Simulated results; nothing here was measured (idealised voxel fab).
The following is a process module called voxel ribs on slabs.
We display cut, a cross-section 175 nm in width whose square cells are each 5 nm.
This document writes a cross-section as a grid whose cells are square, and gives it as bands, listed from the top down; one or more rows of cells form a band.
Heights first: top, then bottom, in nm. Then materials, left to right, each with a width in nm. "all across" on a single material: fills the band edge to edge. "blank": empty space.
Basically, 0 is our baseline, since under it the wafer straight out of the box is all one material. The bottom band has no lower end and keeps on going down, so it looks like "z 0 and below".
Read "30 to 40" as a graded width: first number on top, second number at the bottom, same change between each pair of neighbouring rows.
Basically "everything unchanged" means that step didn't change any cell in the cross-section.
"Completely enclosed voids" specifies each empty space that is not open to the top and that occupies no fewer than 8 cells, using the form width x height at distance, the distance measured from the left edge and all three quantities in nm.
The remark found on a step's line after its settings is issued by the simulator itself and pertains to that step.
Regarding "overlay nm": on a step with a mask, it is the distance the mask lay to the right of its planned place; a negative value places it to the left.

**Intended process steps**
- 1: RECEIVE,material Si
- 2: DIRECTIONAL_DEP,material SiO2,thk nm 30
- 3: DIRECTIONAL_DEP,material SiN,thk nm 20
- 4: PATTERN,tone cover,mask id RIB,material resist,width nm 25,thk nm 20,overlay nm 0
- 5: DIRECTIONAL_ETCH,etch materials SiN,depth nm 10
- 6: STRIP,etch materials resist
- 7: PATTERN,tone cover,mask id SLAB,material resist,width nm 65,thk nm 15,overlay nm 0
- 8: DIRECTIONAL_ETCH,etch materials SiN,depth nm 10
- 9: STRIP,etch materials resist
- 10: FILL_DEP,material SiO2,thk nm 20
- 11: CMP,height nm 65
- 12: DIRECTIONAL_DEP,material W,thk nm 10
- 13: MASKED_ETCH,tone cover,mask id HEATER,width nm 35,etch materials W,depth nm 10,overlay nm 0
- 14: CONFORMAL_DEP,material SiN,thk nm 5

**Account of the first of two wafers, which was processed as intended**

**As-received wafer cross-section (after step 1)**
	z 0 and below: Si all across
	Completely enclosed voids: none

**Cross-section of the wafer subsequent to step 2**
	z 30 to 0: SiO2 all across
	Under the height 0 nothing was changed.

**Cross-section of the wafer subsequent to step 3**
	z 50 to 30: SiN all across
	Under the height 30 nothing was changed.

**Cross-section of the wafer subsequent to step 4**
	z 70 to 50: blank 75  resist 25  blank 75
	Under the height 50 nothing was changed.

**Cross-section of the wafer subsequent to step 5**
	z 70 to 50: blank 75  resist 25  blank 75
	z 50 to 40: blank 75  SiN 25  blank 75
	Under the height 40 nothing was changed.

**Cross-section of the wafer subsequent to step 6**
	z 50 to 40: blank 75  SiN 25  blank 75
	Under the height 40 nothing was changed.

**Cross-section of the wafer subsequent to step 7**
	z 65 to 50: blank 55  resist 65  blank 55
	z 50 to 40: blank 55  resist 20  SiN 25  resist 20  blank 55
	Under the height 40 nothing was changed.

**Cross-section of the wafer subsequent to step 8**
	z 65 to 50: blank 55  resist 65  blank 55
	z 50 to 40: blank 55  resist 20  SiN 25  resist 20  blank 55
	z 40 to 30: blank 55  SiN 65  blank 55
	Under the height 30 nothing was changed.

**Cross-section of the wafer subsequent to step 9**
	z 50 to 40: blank 75  SiN 25  blank 75
	Under the height 40 nothing was changed.

**Cross-section of the wafer subsequent to step 10**
	z 70 to 50: SiO2 all across
	z 50 to 40: SiO2 75  SiN 25  SiO2 75
	z 40 to 30: SiO2 55  SiN 65  SiO2 55
	Under the height 30 nothing was changed.

**Cross-section of the wafer subsequent to step 11**
	z 65 to 50: SiO2 all across
	Under the height 50 nothing was changed.

**Cross-section of the wafer subsequent to step 12**
	z 75 to 65: W all across
	Under the height 65 nothing was changed.

**Cross-section of the wafer subsequent to step 13**
	z 75 to 65: blank 70  W 35  blank 70
	Under the height 65 nothing was changed.

**Cross-section of the wafer subsequent to step 14**
	z 80 to 75: blank 65  SiN 45  blank 65
	z 75 to 70: blank 65  SiN 5  W 35  SiN 5  blank 65
	z 70 to 65: SiN 70  W 35  SiN 70
	Under the height 65 nothing was changed.

**Wafer two of the pair: same origin, same plan, one error during the run; identical to wafer one up to and including step 12**

**Cross-section of the second wafer at the time step 13 of the plan should have ended**
	z 75 to 65: blank 65  W 35  blank 75
	Under the height 65 nothing was changed.

**Cross-section of the second wafer at the time step 14 of the plan should have ended**
	z 80 to 75: blank 60  SiN 45  blank 70
	z 75 to 70: blank 60  SiN 5  W 35  SiN 5  blank 70
	z 70 to 65: SiN 65  W 35  SiN 75
	Under the height 65 nothing was changed.
So what did we get wrong on this run? the process deviated at step 13: the operation and settings actually run there were MASKED_ETCH,tone cover,mask id HEATER,width nm 35,etch materials W,depth nm 10,overlay nm -5
If you tally the cells, the second wafer ends up with the same amount of every material as the first; it's all just sitting in different places.
